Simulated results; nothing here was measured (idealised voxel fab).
process module | voxel wiring stack
cross-section cut | 300 nm wide | cells 5 nm
A cross-section is a grid of square cells, given in bands from the top down. A band is one or more rows of cells.
Each band's line starts with the height of the band's top and of its bottom, in nm. Then come its materials from left to right, each with its width in nm. One material with "throughout" fills the band from edge to edge. "air" is empty space.
Height 0 is the level under which the wafer as received is all one material. The lowest band goes on downwards, as in "0 down".
A width such as "30 to 40" changes by the same amount from each row of cells to the next, from the band's top row to its bottom row.
"no change" after a step means that no cell of the cross-section changed.
closed voids: empty space of 8 cells or more with no open way to the top, each as width x height at its distance from the left edge, in nm
after a step's settings: what the simulator itself notes on the step
overlay nm, on a step with a mask: how far to the right of its planned place the mask lay; to the left if negative
plan
1 op RECEIVE | material Si
2 op CONFORMAL_DEP | material SiO2 | thk nm 15
3 op DIRECTIONAL_DEP | material TiN | thk nm 5
4 op DIRECTIONAL_DEP | material Ru | thk nm 25
5 op PATTERN | tone cover | mask id METAL_1 | material resist | width nm 20 | pitch nm 35 | thk nm 20 | overlay nm 0
6 op DIRECTIONAL_ETCH | etch materials Ru | depth nm 25
7 op DIRECTIONAL_ETCH | etch materials TiN | depth nm 5
8 op STRIP | etch materials resist
9 op FILL_DEP | material SiO2 | thk nm 5
10 op CMP | height nm 45
11 op CONFORMAL_DEP | material SiCN | thk nm 5
12 op DIRECTIONAL_DEP | material SiO2 | thk nm 30
13 op PATTERN | tone open | mask id METAL_2_HOLES | material resist | width nm 15 | pitch nm 35 | thk nm 20 | overlay nm 0
14 op DIRECTIONAL_ETCH | etch materials SiO2 | depth nm 30
15 op STRIP | etch materials resist
16 op PATTERN | tone open | mask id METAL_2 | material resist | width nm 20 | pitch nm 35 | thk nm 20 | overlay nm 0
17 op DIRECTIONAL_ETCH | etch materials SiO2 | depth nm 15
18 op DIRECTIONAL_ETCH | etch materials SiCN | depth nm 5
19 op STRIP | etch materials resist
20 op CONFORMAL_DEP | material TiN | thk nm 5
21 op FILL_DEP | material Cu | thk nm 10
22 op CMP | height nm 80
23 op CONFORMAL_DEP | material SiCN | thk nm 5
24 op DIRECTIONAL_DEP | material SiO2 | thk nm 10
25 op MASKED_ETCH | tone open | mask id PLUG_2 | width nm 15 | pitch nm 35 | etch materials SiO2 | depth nm 10 | overlay nm 0
26 op MASKED_ETCH | tone open | mask id PLUG_2 | width nm 15 | pitch nm 35 | etch materials SiCN | depth nm 5 | overlay nm 0
27 op EPI | material Ru | thk nm 10
28 op EPI | material Ru | thk nm 5
29 op DIRECTIONAL_DEP | material TiN | thk nm 5
30 op DIRECTIONAL_DEP | material Ru | thk nm 20
31 op MASKED_ETCH | tone cover | mask id METAL_3 | width nm 20 | pitch nm 35 | etch materials Ru | depth nm 20 | overlay nm 0
32 op MASKED_ETCH | tone cover | mask id METAL_3 | width nm 20 | pitch nm 35 | etch materials TiN | depth nm 5 | overlay nm 0
33 op FILL_DEP | material SiO2 | thk nm 10
34 op CMP | height nm 120
35 op CONFORMAL_DEP | material SiCN | thk nm 5
36 op DIRECTIONAL_DEP | material SiO2 | thk nm 20
37 op DIRECTIONAL_DEP | material aC | thk nm 10
38 op PATTERN | tone open | mask id PLUG_3 | material resist | width nm 15 | pitch nm 35 | thk nm 25 | overlay nm 0
39 op DIRECTIONAL_ETCH | etch materials aC | depth nm 10
40 op STRIP | etch materials resist
41 op DIRECTIONAL_ETCH | etch materials SiO2 | depth nm 20
42 op DIRECTIONAL_ETCH | etch materials SiCN | depth nm 5
43 op STRIP | etch materials aC
44 op CONFORMAL_DEP | material TiN | thk nm 5
45 op FILL_DEP | material Cu | thk nm 10
46 op CMP | height nm 145
47 op DIRECTIONAL_DEP | material TiN | thk nm 5
48 op DIRECTIONAL_DEP | material W | thk nm 25
49 op MASKED_ETCH | tone cover | mask id METAL_4 | width nm 20 | pitch nm 35 | etch materials W | depth nm 25 | overlay nm 0
50 op MASKED_ETCH | tone cover | mask id METAL_4 | width nm 20 | pitch nm 35 | etch materials TiN | depth nm 5 | overlay nm 0
51 op CONFORMAL_DEP | material SiN | thk nm 5
52 op FILL_DEP | material lowk | thk nm 5
53 op CMP | height nm 175
54 op CONFORMAL_DEP | material SiN | thk nm 5
as received, after step 1
  0 down: Si throughout
  closed voids: none
a wafer at the end: this start, this plan, one mistake
  180 to 175: SiN throughout
  175 to 150: lowk 80 | SiN 5 | W 20 | SiN 5 | lowk 5 | SiN 5 | W 20 | SiN 5 | lowk 5 | SiN 5 | W 20 | SiN 5 | lowk 5 | SiN 5 | W 20 | SiN 5 | lowk 85
  150 to 145: SiN 85 | TiN 20 | SiN 15 | TiN 20 | SiN 15 | TiN 20 | SiN 15 | TiN 20 | SiN 90
  145 to 125: SiO2 85 | TiN 5 | Cu 10 | TiN 5 | SiO2 15 | TiN 5 | Cu 10 | TiN 5 | SiO2 15 | TiN 5 | Cu 10 | TiN 5 | SiO2 15 | TiN 5 | Cu 10 | TiN 5 | SiO2 90
  125 to 120: SiCN 85 | TiN 20 | SiCN 15 | TiN 20 | SiCN 15 | TiN 20 | SiCN 15 | TiN 20 | SiCN 90
  120 to 100: SiO2 85 | Ru 20 | SiO2 15 | Ru 20 | SiO2 15 | Ru 20 | SiO2 15 | Ru 20 | SiO2 90
  100 to 95: SiO2 85 | TiN 20 | SiO2 15 | TiN 20 | SiO2 15 | TiN 20 | SiO2 15 | TiN 20 | SiO2 90
  95 to 85: SiO2 85 | Ru 15 | SiO2 20 | Ru 15 | SiO2 20 | Ru 15 | SiO2 20 | Ru 15 | SiO2 95
  85 to 80: SiCN 85 | Ru 15 | SiCN 20 | Ru 15 | SiCN 20 | Ru 15 | SiCN 20 | Ru 15 | SiCN 95
  80 to 70: SiO2 85 | TiN 5 | Cu 10 | TiN 5 | SiO2 15 | TiN 5 | Cu 10 | TiN 5 | SiO2 15 | TiN 5 | Cu 10 | TiN 5 | SiO2 15 | TiN 5 | Cu 10 | TiN 5 | SiO2 90
  70 to 65: SiO2 85 | TiN 5 | Cu 5 | TiN 10 | SiO2 15 | TiN 5 | Cu 5 | TiN 10 | SiO2 15 | TiN 5 | Cu 5 | TiN 10 | SiO2 15 | TiN 5 | Cu 5 | TiN 10 | SiO2 90
  65 to 50: SiO2 85 | TiN 5 | Cu 5 | TiN 5 | SiO2 20 | TiN 5 | Cu 5 | TiN 5 | SiO2 20 | TiN 5 | Cu 5 | TiN 5 | SiO2 20 | TiN 5 | Cu 5 | TiN 5 | SiO2 95
  50 to 45: SiCN 85 | TiN 15 | SiCN 20 | TiN 15 | SiCN 20 | TiN 15 | SiCN 20 | TiN 15 | SiCN 95
  45 to 20: SiO2 85 | Ru 20 | SiO2 15 | Ru 20 | SiO2 15 | Ru 20 | SiO2 15 | Ru 20 | SiO2 90
  20 to 15: SiO2 85 | TiN 20 | SiO2 15 | TiN 20 | SiO2 15 | TiN 20 | SiO2 15 | TiN 20 | SiO2 90
  15 to 0: SiO2 throughout
  0 down: Si throughout
  closed voids: none
what went wrong: step 38 ran as: op PATTERN | tone open | mask id PLUG_3 | material resist | width nm 20 | pitch nm 35 | thk nm 25 | overlay nm 0
